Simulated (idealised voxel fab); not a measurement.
Name of the process module below: voxel self aligned contacts
Pictured: cross-section cut, 230 nm wide, on a grid of 5 nm square cells.
Bands, listed from the top down, are how a cross-section gets written in this document; the cross-section itself is a grid of square cells, and a band is one or more rows of them. Band: top height; bottom height; in nm. Then, left to right: material with width in nm, for each material. "edge to edge": a single material spanning edge to edge. "blank": empty space. Height datum 0, below which the as-received substrate wafer is one material. Lowest band open at the bottom, running downward: "top 0, no bottom". A two-number width, for instance "30..40", indicates that the width is equal to the first number in the top row of the band and to the second number in the bottom row, and that it changes by a constant amount per row of cells. For the purposes of this document, the phrase "changes: none" attached to a step denotes that no cell within the cross-section was modified by that step. Each empty space that has no open way to the top and spans at least 8 cells appears under "Enclosed void inventory" as width x height at distance, the distance counted from the left edge, all in nm. Formally, on a step line, whatever follows the settings is a remark that the simulator itself makes on the step. The setting "overlay nm" may be written on the line of a step. When the step uses a mask, the value reports how far to the right of the planned place the mask lay, and a negative value reports that it lay to the left.
### Here's what the planned process steps look like
1 RECEIVE | material Si
2 CONFORMAL_DEP | material SiO2 | thk nm 5
3 DIRECTIONAL_DEP | material polySi | thk nm 20
4 DIRECTIONAL_DEP | material SiN | thk nm 15
5 DIRECTIONAL_DEP | material aC | thk nm 15
6 PATTERN | tone cover | mask id GATE | material resist | width nm 30 | pitch nm 55 | thk nm 30 | overlay nm 0
7 DIRECTIONAL_ETCH | etch materials aC | depth nm 15
8 STRIP | etch materials resist
9 DIRECTIONAL_ETCH | etch materials SiN | depth nm 15
10 DIRECTIONAL_ETCH | etch materials polySi | depth nm 20
11 STRIP | etch materials aC
12 CONFORMAL_DEP | material SiN | thk nm 5
13 DIRECTIONAL_ETCH | etch materials SiN | depth nm 5
14 FILL_DEP | material SiO2 | thk nm 15
15 CMP | height nm 50
16 DIRECTIONAL_DEP | material aC | thk nm 15
17 PATTERN | tone open | mask id CONTACT | material resist | width nm 35 | pitch nm 55 | thk nm 35 | overlay nm 0
18 DIRECTIONAL_ETCH | etch materials aC | depth nm 15
19 STRIP | etch materials resist
20 DIRECTIONAL_ETCH | etch materials SiO2 | depth nm 50
21 STRIP | etch materials aC
22 CONFORMAL_DEP | material TiN | thk nm 5
23 FILL_DEP | material Ru | thk nm 5
24 CMP | height nm 50
25 CONFORMAL_DEP | material SiCN | thk nm 5
### The first of the two wafers, which ran as planned
### Here's what the wafer looked like in cross-section when it arrived - that's after step 1
  top 0, no bottom | Si edge to edge
  Enclosed void inventory: none
### The following cross-section depicts the wafer upon completion of step 2
  top 5, bottom 0 | SiO2 edge to edge
  Below 0, no change.
### The following cross-section depicts the wafer upon completion of step 3
  top 25, bottom 5 | polySi edge to edge
  Below 5, no change.
### The following cross-section depicts the wafer upon completion of step 4
  top 40, bottom 25 | SiN edge to edge
  Below 25, no change.
### The following cross-section depicts the wafer upon completion of step 5
  top 55, bottom 40 | aC edge to edge
  Below 40, no change.
### The following cross-section depicts the wafer upon completion of step 6
  top 85, bottom 55 | 45 of blank, 30 of resist, 25 of blank, 30 of resist, 25 of blank, 30 of resist, 45 of blank
  Below 55, no change.
### The following cross-section depicts the wafer upon completion of step 7
  top 70, bottom 55 | 45 of blank, 30 of resist, 25 of blank, 30 of resist, 25 of blank, 30 of resist, 45 of blank
  top 55, bottom 40 | 45 of blank, 30 of aC, 25 of blank, 30 of aC, 25 of blank, 30 of aC, 45 of blank
  Below 40, no change.
### The following cross-section depicts the wafer upon completion of step 8
  top 55, bottom 40 | 45 of blank, 30 of aC, 25 of blank, 30 of aC, 25 of blank, 30 of aC, 45 of blank
  Below 40, no change.
### The following cross-section depicts the wafer upon completion of step 9
  top 55, bottom 40 | 45 of blank, 30 of aC, 25 of blank, 30 of aC, 25 of blank, 30 of aC, 45 of blank
  top 40, bottom 25 | 45 of blank, 30 of SiN, 25 of blank, 30 of SiN, 25 of blank, 30 of SiN, 45 of blank
  Below 25, no change.
### The following cross-section depicts the wafer upon completion of step 10
  top 55, bottom 40 | 45 of blank, 30 of aC, 25 of blank, 30 of aC, 25 of blank, 30 of aC, 45 of blank
  top 40, bottom 25 | 45 of blank, 30 of SiN, 25 of blank, 30 of SiN, 25 of blank, 30 of SiN, 45 of blank
  top 25, bottom 5 | 45 of blank, 30 of polySi, 25 of blank, 30 of polySi, 25 of blank, 30 of polySi, 45 of blank
  Below 5, no change.
### The following cross-section depicts the wafer upon completion of step 11
  top 40, bottom 25 | 45 of blank, 30 of SiN, 25 of blank, 30 of SiN, 25 of blank, 30 of SiN, 45 of blank
  Below 25, no change.
### The following cross-section depicts the wafer upon completion of step 12
  top 45, bottom 25 | 40 of blank, 40 of SiN, 15 of blank, 40 of SiN, 15 of blank, 40 of SiN, 40 of blank
  top 25, bottom 10 | 40 of blank, 5 of SiN, 30 of polySi, 5 of SiN, 15 of blank, 5 of SiN, 30 of polySi, 5 of SiN, 15 of blank, 5 of SiN, 30 of polySi, 5 of SiN, 40 of blank
  top 10, bottom 5 | 45 of SiN, 30 of polySi, 25 of SiN, 30 of polySi, 25 of SiN, 30 of polySi, 45 of SiN
  Below 5, no change.
### The following cross-section depicts the wafer upon completion of step 13
  top 40, bottom 25 | 40 of blank, 40 of SiN, 15 of blank, 40 of SiN, 15 of blank, 40 of SiN, 40 of blank
  top 25, bottom 5 | 40 of blank, 5 of SiN, 30 of polySi, 5 of SiN, 15 of blank, 5 of SiN, 30 of polySi, 5 of SiN, 15 of blank, 5 of SiN, 30 of polySi, 5 of SiN, 40 of blank
  Below 5, no change.
### The following cross-section depicts the wafer upon completion of step 14
  top 55, bottom 40 | SiO2 edge to edge
  top 40, bottom 25 | 40 of SiO2, 40 of SiN, 15 of SiO2, 40 of SiN, 15 of SiO2, 40 of SiN, 40 of SiO2
  top 25, bottom 5 | 40 of SiO2, 5 of SiN, 30 of polySi, 5 of SiN, 15 of SiO2, 5 of SiN, 30 of polySi, 5 of SiN, 15 of SiO2, 5 of SiN, 30 of polySi, 5 of SiN, 40 of SiO2
  Below 5, no change.
### The following cross-section depicts the wafer upon completion of step 15
  top 50, bottom 40 | SiO2 edge to edge
  Below 40, no change.
### The following cross-section depicts the wafer upon completion of step 16
  top 65, bottom 50 | aC edge to edge
  Below 50, no change.
### The following cross-section depicts the wafer upon completion of step 17
  top 100, bottom 65 | 70 of resist, 35 of blank, 20 of resist, 35 of blank, 70 of resist
  Below 65, no change.
### The following cross-section depicts the wafer upon completion of step 18
  top 85, bottom 65 | 70 of resist, 35 of blank, 20 of resist, 35 of blank, 70 of resist
  top 65, bottom 50 | 70 of aC, 35 of blank, 20 of aC, 35 of blank, 70 of aC
  Below 50, no change.
### The following cross-section depicts the wafer upon completion of step 19
  top 65, bottom 50 | 70 of aC, 35 of blank, 20 of aC, 35 of blank, 70 of aC
  Below 50, no change.
### The following cross-section depicts the wafer upon completion of step 20
  top 65, bottom 50 | 70 of aC, 35 of blank, 20 of aC, 35 of blank, 70 of aC
  top 50, bottom 40 | 70 of SiO2, 35 of blank, 20 of SiO2, 35 of blank, 70 of SiO2
  top 40, bottom 25 | 40 of SiO2, 40 of SiN, 15 of blank, 40 of SiN, 15 of blank, 40 of SiN, 40 of SiO2
  top 25, bottom 5 | 40 of SiO2, 5 of SiN, 30 of polySi, 5 of SiN, 15 of blank, 5 of SiN, 30 of polySi, 5 of SiN, 15 of blank, 5 of SiN, 30 of polySi, 5 of SiN, 40 of SiO2
  top 5, bottom 0 | 80 of SiO2, 15 of blank, 40 of SiO2, 15 of blank, 80 of SiO2
  Below 0, no change.
### The following cross-section depicts the wafer upon completion of step 21
  top 50, bottom 40 | 70 of SiO2, 35 of blank, 20 of SiO2, 35 of blank, 70 of SiO2
  Below 40, no change.
### The following cross-section depicts the wafer upon completion of step 22
  top 55, bottom 50 | 75 of TiN, 25 of blank, 30 of TiN, 25 of blank, 75 of TiN
  top 50, bottom 40 | 70 of SiO2, 5..15 of TiN, 25..5 of blank, 5..15 of TiN, 20 of SiO2, 5..15 of TiN, 25..5 of blank, 5..15 of TiN, 70 of SiO2
  top 40, bottom 25 | 40 of SiO2, 40 of SiN, 5 of TiN, 5 of blank, 5 of TiN, 40 of SiN, 5 of TiN, 5 of blank, 5 of TiN, 40 of SiN, 40 of SiO2
  top 25, bottom 5 | 40 of SiO2, 5 of SiN, 30 of polySi, 5 of SiN, 5 of TiN, 5 of blank, 5 of TiN, 5 of SiN, 30 of polySi, 5 of SiN, 5 of TiN, 5 of blank, 5 of TiN, 5 of SiN, 30 of polySi, 5 of SiN, 40 of SiO2
  top 5, bottom 0 | 80 of SiO2, 15 of TiN, 40 of SiO2, 15 of TiN, 80 of SiO2
  Below 0, no change.
### The following cross-section depicts the wafer upon completion of step 23
  top 60, bottom 55 | Ru edge to edge
  top 55, bottom 50 | 75 of TiN, 25 of Ru, 30 of TiN, 25 of Ru, 75 of TiN
  top 50, bottom 40 | 70 of SiO2, 5..15 of TiN, 25..5 of Ru, 5..15 of TiN, 20 of SiO2, 5..15 of TiN, 25..5 of Ru, 5..15 of TiN, 70 of SiO2
  top 40, bottom 25 | 40 of SiO2, 40 of SiN, 5 of TiN, 5 of Ru, 5 of TiN, 40 of SiN, 5 of TiN, 5 of Ru, 5 of TiN, 40 of SiN, 40 of SiO2
  top 25, bottom 5 | 40 of SiO2, 5 of SiN, 30 of polySi, 5 of SiN, 5 of TiN, 5 of Ru, 5 of TiN, 5 of SiN, 30 of polySi, 5 of SiN, 5 of TiN, 5 of Ru, 5 of TiN, 5 of SiN, 30 of polySi, 5 of SiN, 40 of SiO2
  Below 5, no change.
### The following cross-section depicts the wafer upon completion of step 24
  top 50, bottom 40 | 70 of SiO2, 5..15 of TiN, 25..5 of Ru, 5..15 of TiN, 20 of SiO2, 5..15 of TiN, 25..5 of Ru, 5..15 of TiN, 70 of SiO2
  Below 40, no change.
### The following cross-section depicts the wafer upon completion of step 25
  top 55, bottom 50 | SiCN edge to edge
  Below 50, no change.
### Second wafer. Start and plan as for the first. One mistake made in running. Agrees with the first up to and including step 11
Look at the second wafer in cross-section at the time step 12 ought to have finished: changes: none
### Look at the second wafer in cross-section at the time step 13 ought to have finished
  top 35, bottom 25 | 45 of blank, 30 of SiN, 25 of blank, 30 of SiN, 25 of blank, 30 of SiN, 45 of blank
  Below 25, no change.
### Look at the second wafer in cross-section at the time step 14 ought to have finished
  top 50, bottom 35 | SiO2 edge to edge
  top 35, bottom 25 | 45 of SiO2, 30 of SiN, 25 of SiO2, 30 of SiN, 25 of SiO2, 30 of SiN, 45 of SiO2
  top 25, bottom 5 | 45 of SiO2, 30 of polySi, 25 of SiO2, 30 of polySi, 25 of SiO2, 30 of polySi, 45 of SiO2
  Below 5, no change.
Look at the second wafer in cross-section at the time step 15 ought to have finished: changes: none
### Look at the second wafer in cross-section at the time step 16 ought to have finished
  top 65, bottom 50 | aC edge to edge
  Below 50, no change.
### Look at the second wafer in cross-section at the time step 17 ought to have finished
  top 100, bottom 65 | 70 of resist, 35 of blank, 20 of resist, 35 of blank, 70 of resist
  Below 65, no change.
### Look at the second wafer in cross-section at the time step 18 ought to have finished
  top 85, bottom 65 | 70 of resist, 35 of blank, 20 of resist, 35 of blank, 70 of resist
  top 65, bottom 50 | 70 of aC, 35 of blank, 20 of aC, 35 of blank, 70 of aC
  Below 50, no change.
### Look at the second wafer in cross-section at the time step 19 ought to have finished
  top 65, bottom 50 | 70 of aC, 35 of blank, 20 of aC, 35 of blank, 70 of aC
  Below 50, no change.
### Look at the second wafer in cross-section at the time step 20 ought to have finished
  top 65, bottom 50 | 70 of aC, 35 of blank, 20 of aC, 35 of blank, 70 of aC
  top 50, bottom 35 | 70 of SiO2, 35 of blank, 20 of SiO2, 35 of blank, 70 of SiO2
  top 35, bottom 25 | 45 of SiO2, 30 of SiN, 25 of blank, 30 of SiN, 25 of blank, 30 of SiN, 45 of SiO2
  top 25, bottom 5 | 45 of SiO2, 30 of polySi, 25 of blank, 30 of polySi, 25 of blank, 30 of polySi, 45 of SiO2
  top 5, bottom 0 | 75 of SiO2, 25 of blank, 30 of SiO2, 25 of blank, 75 of SiO2
  Below 0, no change.
### Look at the second wafer in cross-section at the time step 21 ought to have finished
  top 50, bottom 35 | 70 of SiO2, 35 of blank, 20 of SiO2, 35 of blank, 70 of SiO2
  Below 35, no change.
### Look at the second wafer in cross-section at the time step 22 ought to have finished
  top 55, bottom 50 | 75 of TiN, 25 of blank, 30 of TiN, 25 of blank, 75 of TiN
  top 50, bottom 40 | 70 of SiO2, 5 of TiN, 25 of blank, 5 of TiN, 20 of SiO2, 5 of TiN, 25 of blank, 5 of TiN, 70 of SiO2
  top 40, bottom 35 | 70 of SiO2, 10 of TiN, 15 of blank, 10 of TiN, 20 of SiO2, 10 of TiN, 15 of blank, 10 of TiN, 70 of SiO2
  top 35, bottom 25 | 45 of SiO2, 30 of SiN, 5 of TiN, 15 of blank, 5 of TiN, 30 of SiN, 5 of TiN, 15 of blank, 5 of TiN, 30 of SiN, 45 of SiO2
  top 25, bottom 5 | 45 of SiO2, 30 of polySi, 5 of TiN, 15 of blank, 5 of TiN, 30 of polySi, 5 of TiN, 15 of blank, 5 of TiN, 30 of polySi, 45 of SiO2
  top 5, bottom 0 | 75 of SiO2, 25 of TiN, 30 of SiO2, 25 of TiN, 75 of SiO2
  Below 0, no change.
### Look at the second wafer in cross-section at the time step 23 ought to have finished
  top 60, bottom 55 | Ru edge to edge
  top 55, bottom 50 | 75 of TiN, 25 of Ru, 30 of TiN, 25 of Ru, 75 of TiN
  top 50, bottom 40 | 70 of SiO2, 5 of TiN, 25 of Ru, 5 of TiN, 20 of SiO2, 5 of TiN, 25 of Ru, 5 of TiN, 70 of SiO2
  top 40, bottom 35 | 70 of SiO2, 10 of TiN, 15 of Ru, 10 of TiN, 20 of SiO2, 10 of TiN, 15 of Ru, 10 of TiN, 70 of SiO2
  top 35, bottom 25 | 45 of SiO2, 30 of SiN, 5 of TiN, 15 of Ru, 5 of TiN, 30 of SiN, 5 of TiN, 15 of Ru, 5 of TiN, 30 of SiN, 45 of SiO2
  top 25, bottom 5 | 45 of SiO2, 30 of polySi, 5 of TiN, 15 of Ru, 5 of TiN, 30 of polySi, 5 of TiN, 15 of Ru, 5 of TiN, 30 of polySi, 45 of SiO2
  Below 5, no change.
### Look at the second wafer in cross-section at the time step 24 ought to have finished
  top 50, bottom 40 | 70 of SiO2, 5 of TiN, 25 of Ru, 5 of TiN, 20 of SiO2, 5 of TiN, 25 of Ru, 5 of TiN, 70 of SiO2
  Below 40, no change.
### Look at the second wafer in cross-section at the time step 25 ought to have finished
  top 55, bottom 50 | SiCN edge to edge
  Below 50, no change.
In executing the process, a mistake was made relative to the plan: step 12 of the plan was jumped over and never run
Bottom line after processing is that, in cells, the second wafer is up or down on some materials versus the first: +36 Ru, -60 SiN, +24 SiO2
